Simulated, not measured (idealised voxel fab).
process module | voxel wiring stack
cross-section cut | 200 nm wide | cells 5 nm
A cross-section is a grid of square cells, given in bands from the top down. A band is one or more rows of cells.
Each band's line starts with the height of the band's top and of its bottom, in nm. Then come its materials from left to right, each with its width in nm. One material with "throughout" fills the band from edge to edge. "air" is empty space.
Height 0 is the level under which the wafer as received is all one material. The lowest band goes on downwards, as in "0 down".
A width such as "30 to 40" changes by the same amount from each row of cells to the next, from the band's top row to its bottom row.
"no change" after a step means that no cell of the cross-section changed.
closed voids: empty space of 8 cells or more with no open way to the top, each as width x height at its distance from the left edge, in nm
after a step's settings: what the simulator itself notes on the step
overlay nm, on a step with a mask: how far to the right of its planned place the mask lay; to the left if negative
plan
1 op RECEIVE | material Si
2 op CONFORMAL_DEP | material SiO2 | thk nm 10
3 op DIRECTIONAL_DEP | material TiN | thk nm 5
4 op DIRECTIONAL_DEP | material Ru | thk nm 25
5 op PATTERN | tone cover | mask id METAL_1 | material resist | width nm 30 | pitch nm 45 | thk nm 20 | overlay nm 0
6 op DIRECTIONAL_ETCH | etch materials Ru | depth nm 25
7 op DIRECTIONAL_ETCH | etch materials TiN | depth nm 5
8 op STRIP | etch materials resist
9 op FILL_DEP | material SiO2 | thk nm 10
10 op CMP | height nm 40
11 op CONFORMAL_DEP | material SiCN | thk nm 5
12 op DIRECTIONAL_DEP | material lowk | thk nm 10
13 op PATTERN | tone open | mask id PLUG_1 | material resist | width nm 15 | pitch nm 45 | thk nm 15 | overlay nm 0
14 op DIRECTIONAL_ETCH | etch materials lowk | depth nm 10
15 op DIRECTIONAL_ETCH | etch materials SiCN | depth nm 5
16 op STRIP | etch materials resist
17 op CONFORMAL_DEP | material TiN | thk nm 5
18 op FILL_DEP | material Cu | thk nm 5
19 op CMP | height nm 55
20 op CONFORMAL_DEP | material SiCN | thk nm 5
21 op DIRECTIONAL_DEP | material lowk | thk nm 25
22 op PATTERN | tone open | mask id METAL_2 | material resist | width nm 30 | pitch nm 45 | thk nm 15 | overlay nm 0
23 op DIRECTIONAL_ETCH | etch materials lowk | depth nm 25
24 op DIRECTIONAL_ETCH | etch materials SiCN | depth nm 5
25 op STRIP | etch materials resist
26 op CONFORMAL_DEP | material TiN | thk nm 5
27 op FILL_DEP | material Ru | thk nm 10
28 op CMP | height nm 85
29 op EPI | material Ru | thk nm 5
30 op FILL_DEP | material SiCN | thk nm 5
as received, after step 1
  0 down: Si throughout
  closed voids: none
first wafer at the end, as planned
  95 to 90: SiCN throughout
  90 to 85: SiCN 35 | Ru 40 | SiCN 5 | Ru 40 | SiCN 5 | Ru 40 | SiCN 35
  85 to 60: lowk 40 | TiN 5 | Ru 20 | TiN 5 | lowk 15 | TiN 5 | Ru 20 | TiN 5 | lowk 15 | TiN 5 | Ru 20 | TiN 5 | lowk 40
  60 to 55: SiCN 40 | TiN 30 | SiCN 15 | TiN 30 | SiCN 15 | TiN 30 | SiCN 40
  55 to 45: lowk 40 | TiN 5 | Cu 5 | TiN 5 | lowk 30 | TiN 5 | Cu 5 | TiN 5 | lowk 30 | TiN 5 | Cu 5 | TiN 5 | lowk 55
  45 to 40: SiCN 40 | TiN 15 | SiCN 30 | TiN 15 | SiCN 30 | TiN 15 | SiCN 55
  40 to 15: SiO2 40 | Ru 30 | SiO2 15 | Ru 30 | SiO2 15 | Ru 30 | SiO2 40
  15 to 10: SiO2 40 | TiN 30 | SiO2 15 | TiN 30 | SiO2 15 | TiN 30 | SiO2 40
  10 to 0: SiO2 throughout
  0 down: Si throughout
  closed voids: none
second wafer at the end: like start, like plan, one mistake
  95 to 90: SiCN throughout
  90 to 85: SiCN 35 | Ru 40 | SiCN 5 | Ru 40 | SiCN 5 | Ru 40 | SiCN 35
  85 to 60: lowk 40 | TiN 5 | Ru 20 | TiN 5 | lowk 15 | TiN 5 | Ru 20 | TiN 5 | lowk 15 | TiN 5 | Ru 20 | TiN 5 | lowk 40
  60 to 55: SiCN 40 | TiN 30 | SiCN 15 | TiN 30 | SiCN 15 | TiN 30 | SiCN 40
  55 to 45: lowk 50 | TiN 5 | Cu 5 | TiN 5 | lowk 30 | TiN 5 | Cu 5 | TiN 5 | lowk 30 | TiN 5 | Cu 5 | TiN 5 | lowk 45
  45 to 40: SiCN 50 | TiN 15 | SiCN 30 | TiN 15 | SiCN 30 | TiN 15 | SiCN 45
  40 to 15: SiO2 40 | Ru 30 | SiO2 15 | Ru 30 | SiO2 15 | Ru 30 | SiO2 40
  15 to 10: SiO2 40 | TiN 30 | SiO2 15 | TiN 30 | SiO2 15 | TiN 30 | SiO2 40
  10 to 0: SiO2 throughout
  0 down: Si throughout
  closed voids: none
what went wrong: step 13 ran as: op PATTERN | tone open | mask id PLUG_1 | material resist | width nm 15 | pitch nm 45 | thk nm 15 | overlay nm 10
at the end the second wafer has, in cells: as many of each material as the first, in other places
